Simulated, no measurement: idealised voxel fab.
The name of this process module is voxel self aligned contacts.
Displayed cross-section: cut, width of 145 nm, square cells sized 5 nm.
Cross-sections here: square-cell grids, written as top-down lists of bands, a band being one or more rows of cells. Top height, bottom height, nm. Materials left to right, width each, nm. Single material + "everywhere" = fills band edge to edge. "blank" = empty. Height 0 is the level under which the wafer as received is all one material. The lowest band goes on downwards, as in "0 nm and below". The width entry "30..40" should be interpreted row by row: the top row of cells in the band takes the first number, the bottom row takes the second number, and the change between adjacent rows is uniform throughout. Basically "no alterations made" means that step didn't change any cell in the cross-section. "Fully sealed voids" contains a list of empty spaces, each no smaller than 8 cells and without an open way to the top, written in the form width x height at distance with the distance from the left edge and all three in nm. Step line, after settings: the simulator's comment on this step. overlay nm: on a step with a mask, how far right of its planned place the mask lay; negative means left.
The steps planned for the process are as follows
1,RECEIVE with material Si
2,CONFORMAL_DEP with material SiO2, thk nm 5
3,DIRECTIONAL_DEP with material polySi, thk nm 30
4,DIRECTIONAL_DEP with material SiN, thk nm 20
5,MASKED_ETCH with tone cover, mask id GATE, width nm 25, pitch nm 60, etch materials SiN, depth nm 20, overlay nm 0
6,MASKED_ETCH with tone cover, mask id GATE, width nm 25, pitch nm 60, etch materials polySi, depth nm 30, overlay nm 0
7,CONFORMAL_DEP with material SiN, thk nm 5
8,DIRECTIONAL_ETCH with etch materials SiN, depth nm 5
9,FILL_DEP with material SiO2, thk nm 20
10,CMP with height nm 65
11,DIRECTIONAL_DEP with material aC, thk nm 15
12,PATTERN with tone open, mask id CONTACT, material resist, width nm 45, thk nm 30, overlay nm 0
13,DIRECTIONAL_ETCH with etch materials aC, depth nm 15
14,STRIP with etch materials resist
15,DIRECTIONAL_ETCH with etch materials SiO2, depth nm 65
16,STRIP with etch materials aC
17,CONFORMAL_DEP with material TiN, thk nm 5
18,FILL_DEP with material Ru, thk nm 5
19,CMP with height nm 65
20,CONFORMAL_DEP with material SiN, thk nm 5
First of the two wafers, run per plan
as received, after step 1
    0 nm and below | Si everywhere
    Fully sealed voids: none
The wafer in cross-section once step 2 is complete
    5 nm to 0 nm | SiO2 everywhere
    Under the height 0 nothing was changed.
The wafer in cross-section once step 3 is complete
    35 nm to 5 nm | polySi everywhere
    Under the height 5 nothing was changed.
The wafer in cross-section once step 4 is complete
    55 nm to 35 nm | SiN everywhere
    Under the height 35 nothing was changed.
The wafer in cross-section once step 5 is complete
    55 nm to 35 nm | blank 30 nm / SiN 25 nm / blank 35 nm / SiN 25 nm / blank 30 nm
    Under the height 35 nothing was changed.
The wafer in cross-section once step 6 is complete
    55 nm to 35 nm | blank 30 nm / SiN 25 nm / blank 35 nm / SiN 25 nm / blank 30 nm
    35 nm to 5 nm | blank 30 nm / polySi 25 nm / blank 35 nm / polySi 25 nm / blank 30 nm
    Under the height 5 nothing was changed.
The wafer in cross-section once step 7 is complete
    60 nm to 35 nm | blank 25 nm / SiN 35 nm / blank 25 nm / SiN 35 nm / blank 25 nm
    35 nm to 10 nm | blank 25 nm / SiN 5 nm / polySi 25 nm / SiN 5 nm / blank 25 nm / SiN 5 nm / polySi 25 nm / SiN 5 nm / blank 25 nm
    10 nm to 5 nm | SiN 30 nm / polySi 25 nm / SiN 35 nm / polySi 25 nm / SiN 30 nm
    Under the height 5 nothing was changed.
The wafer in cross-section once step 8 is complete
    55 nm to 35 nm | blank 25 nm / SiN 35 nm / blank 25 nm / SiN 35 nm / blank 25 nm
    35 nm to 5 nm | blank 25 nm / SiN 5 nm / polySi 25 nm / SiN 5 nm / blank 25 nm / SiN 5 nm / polySi 25 nm / SiN 5 nm / blank 25 nm
    Under the height 5 nothing was changed.
The wafer in cross-section once step 9 is complete
    75 nm to 55 nm | SiO2 everywhere
    55 nm to 35 nm | SiO2 25 nm / SiN 35 nm / SiO2 25 nm / SiN 35 nm / SiO2 25 nm
    35 nm to 5 nm | SiO2 25 nm / SiN 5 nm / polySi 25 nm / SiN 5 nm / SiO2 25 nm / SiN 5 nm / polySi 25 nm / SiN 5 nm / SiO2 25 nm
    Under the height 5 nothing was changed.
The wafer in cross-section once step 10 is complete
    65 nm to 55 nm | SiO2 everywhere
    Under the height 55 nothing was changed.
The wafer in cross-section once step 11 is complete
    80 nm to 65 nm | aC everywhere
    Under the height 65 nothing was changed.
The wafer in cross-section once step 12 is complete
    110 nm to 80 nm | resist 50 nm / blank 45 nm / resist 50 nm
    Under the height 80 nothing was changed.
The wafer in cross-section once step 13 is complete
    95 nm to 80 nm | resist 50 nm / blank 45 nm / resist 50 nm
    80 nm to 65 nm | aC 50 nm / blank 45 nm / aC 50 nm
    Under the height 65 nothing was changed.
The wafer in cross-section once step 14 is complete
    80 nm to 65 nm | aC 50 nm / blank 45 nm / aC 50 nm
    Under the height 65 nothing was changed.
The wafer in cross-section once step 15 is complete
    80 nm to 65 nm | aC 50 nm / blank 45 nm / aC 50 nm
    65 nm to 55 nm | SiO2 50 nm / blank 45 nm / SiO2 50 nm
    55 nm to 35 nm | SiO2 25 nm / SiN 35 nm / blank 25 nm / SiN 35 nm / SiO2 25 nm
    35 nm to 5 nm | SiO2 25 nm / SiN 5 nm / polySi 25 nm / SiN 5 nm / blank 25 nm / SiN 5 nm / polySi 25 nm / SiN 5 nm / SiO2 25 nm
    5 nm to 0 nm | SiO2 60 nm / blank 25 nm / SiO2 60 nm
    Under the height 0 nothing was changed.
The wafer in cross-section once step 16 is complete
    65 nm to 55 nm | SiO2 50 nm / blank 45 nm / SiO2 50 nm
    Under the height 55 nothing was changed.
The wafer in cross-section once step 17 is complete
    70 nm to 65 nm | TiN 55 nm / blank 35 nm / TiN 55 nm
    65 nm to 55 nm | SiO2 50 nm / TiN 5..15 nm / blank 35..15 nm / TiN 5..15 nm / SiO2 50 nm
    55 nm to 35 nm | SiO2 25 nm / SiN 35 nm / TiN 5 nm / blank 15 nm / TiN 5 nm / SiN 35 nm / SiO2 25 nm
    35 nm to 5 nm | SiO2 25 nm / SiN 5 nm / polySi 25 nm / SiN 5 nm / TiN 5 nm / blank 15 nm / TiN 5 nm / SiN 5 nm / polySi 25 nm / SiN 5 nm / SiO2 25 nm
    5 nm to 0 nm | SiO2 60 nm / TiN 25 nm / SiO2 60 nm
    Under the height 0 nothing was changed.
The wafer in cross-section once step 18 is complete
    75 nm to 70 nm | Ru everywhere
    70 nm to 65 nm | TiN 55 nm / Ru 35 nm / TiN 55 nm
    65 nm to 55 nm | SiO2 50 nm / TiN 5..15 nm / Ru 35..15 nm / TiN 5..15 nm / SiO2 50 nm
    55 nm to 35 nm | SiO2 25 nm / SiN 35 nm / TiN 5 nm / Ru 15 nm / TiN 5 nm / SiN 35 nm / SiO2 25 nm
    35 nm to 5 nm | SiO2 25 nm / SiN 5 nm / polySi 25 nm / SiN 5 nm / TiN 5 nm / Ru 15 nm / TiN 5 nm / SiN 5 nm / polySi 25 nm / SiN 5 nm / SiO2 25 nm
    Under the height 5 nothing was changed.
The wafer in cross-section once step 19 is complete
    65 nm to 55 nm | SiO2 50 nm / TiN 5..15 nm / Ru 35..15 nm / TiN 5..15 nm / SiO2 50 nm
    Under the height 55 nothing was changed.
The wafer in cross-section once step 20 is complete
    70 nm to 65 nm | SiN everywhere
    Under the height 65 nothing was changed.
Second Wafer (Identical Start and Plan, One Processing Error; Matches First Wafer Through Step 11)
when step 12 should have ended
    110 nm to 80 nm | resist 60 nm / blank 45 nm / resist 40 nm
    Under the height 80 nothing was changed.
when step 13 should have ended
    95 nm to 80 nm | resist 60 nm / blank 45 nm / resist 40 nm
    80 nm to 65 nm | aC 60 nm / blank 45 nm / aC 40 nm
    Under the height 65 nothing was changed.
when step 14 should have ended
    80 nm to 65 nm | aC 60 nm / blank 45 nm / aC 40 nm
    Under the height 65 nothing was changed.
when step 15 should have ended
    80 nm to 65 nm | aC 60 nm / blank 45 nm / aC 40 nm
    65 nm to 55 nm | SiO2 60 nm / blank 45 nm / SiO2 40 nm
    55 nm to 35 nm | SiO2 25 nm / SiN 35 nm / blank 25 nm / SiN 35 nm / SiO2 25 nm
    35 nm to 5 nm | SiO2 25 nm / SiN 5 nm / polySi 25 nm / SiN 5 nm / blank 25 nm / SiN 5 nm / polySi 25 nm / SiN 5 nm / SiO2 25 nm
    5 nm to 0 nm | SiO2 60 nm / blank 25 nm / SiO2 60 nm
    Under the height 0 nothing was changed.
when step 16 should have ended
    65 nm to 55 nm | SiO2 60 nm / blank 45 nm / SiO2 40 nm
    Under the height 55 nothing was changed.
when step 17 should have ended
    70 nm to 65 nm | TiN 65 nm / blank 35 nm / TiN 45 nm
    65 nm to 55 nm | SiO2 60 nm / TiN 5 nm / blank 35..15 nm / TiN 5..25 nm / SiO2 40 nm
    55 nm to 35 nm | SiO2 25 nm / SiN 35 nm / TiN 5 nm / blank 15 nm / TiN 5 nm / SiN 35 nm / SiO2 25 nm
    35 nm to 5 nm | SiO2 25 nm / SiN 5 nm / polySi 25 nm / SiN 5 nm / TiN 5 nm / blank 15 nm / TiN 5 nm / SiN 5 nm / polySi 25 nm / SiN 5 nm / SiO2 25 nm
    5 nm to 0 nm | SiO2 60 nm / TiN 25 nm / SiO2 60 nm
    Under the height 0 nothing was changed.
when step 18 should have ended
    75 nm to 70 nm | Ru everywhere
    70 nm to 65 nm | TiN 65 nm / Ru 35 nm / TiN 45 nm
    65 nm to 55 nm | SiO2 60 nm / TiN 5 nm / Ru 35..15 nm / TiN 5..25 nm / SiO2 40 nm
    55 nm to 35 nm | SiO2 25 nm / SiN 35 nm / TiN 5 nm / Ru 15 nm / TiN 5 nm / SiN 35 nm / SiO2 25 nm
    35 nm to 5 nm | SiO2 25 nm / SiN 5 nm / polySi 25 nm / SiN 5 nm / TiN 5 nm / Ru 15 nm / TiN 5 nm / SiN 5 nm / polySi 25 nm / SiN 5 nm / SiO2 25 nm
    Under the height 5 nothing was changed.
when step 19 should have ended
    65 nm to 55 nm | SiO2 60 nm / TiN 5 nm / Ru 35..15 nm / TiN 5..25 nm / SiO2 40 nm
    Under the height 55 nothing was changed.
when step 20 should have ended
    70 nm to 65 nm | SiN everywhere
    Under the height 65 nothing was changed.
The plan and the run diverged here: step 12 ran differently from the plan; actual operation with settings: PATTERN with tone open, mask id CONTACT, material resist, width nm 45, thk nm 30, overlay nm 10
At the end, each material covers as many cells on the second wafer as it does on the first, though the cells it covers are elsewhere.
